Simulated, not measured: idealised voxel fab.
The document below concerns the process module designated voxel fin reveal.
For reference, the cross-section in this document is cut, with width 245 nm and square cells of 5 nm.
A cross-section is written here as square cells arranged in a grid, and it is given in bands from the top down, each band taking up one or more rows of cells. Band: top and bottom heights (nm) first, top before bottom; then materials from left to right, widths in nm. "edge to edge" marks a sole material filling the band edge to edge. "air" denotes empty space. Where do heights start? At 0: under that level the wafer as delivered is made of one material only. And the lowest band has no floor; it just carries on downward, as in "from 0 down". The width entry "30->40" should be interpreted row by row: the top row of cells in the band takes the first number, the bottom row takes the second number, and the change between adjacent rows is uniform throughout. Key: "stayed the same" - step with no changed cell in the cross-section. "Closed void list": empty spaces of 8 cells or more with no open way to the top, each given as width x height at distance, distance from the left edge, all in nm. Post-settings text on a step line: simulator's own remark regarding the step. Each step line may optionally specify "overlay nm", which for a step with a mask gives the rightward distance between the mask's planned place and where it lay, a negative value indicating the leftward direction.
The following list gives the planned process steps:
1: RECEIVE: material Si
2: CONFORMAL_DEP: material SiN, thk nm 10
3: PATTERN: tone cover, mask id FINS, material resist, width nm 15, pitch nm 45, thk nm 15, overlay nm 0
4: DIRECTIONAL_ETCH: etch materials SiN, depth nm 10
5: DIRECTIONAL_ETCH: etch materials Si, depth nm 35
6: STRIP: etch materials resist
7: OXIDIZE: depth nm 5
8: FILL_DEP: material SiO2, thk nm 5
9: CMP: height nm 10
10: SELECTIVE_ETCH: etch materials SiO2, depth nm 25
11: STRIP: etch materials SiN
12: CONFORMAL_DEP: material SiO2, thk nm 5
Don't read the plan's width nm for step 3 as applying to every wafer: that's the first wafer's value, and the wafers differ in it, though they all start identical.
As-received state after step 1, first of several wafers, cross-section:
from 0 down  Si edge to edge
Closed void list: none
The table below has one row for each wafer; a row shows, as of the end of the module, how many cells of each material the wafer has gained, marked (+), or lost, marked (-), since it was received, and then the wafer's closed voids:
width nm 15 | -360 Si | +298 SiO2 | Closed void list: none
width nm 20 | -328 Si | +278 SiO2 | Closed void list: none
width nm 25 | -296 Si | +258 SiO2 | Closed void list: none
width nm 30 | -264 Si | +238 SiO2 | Closed void list: none
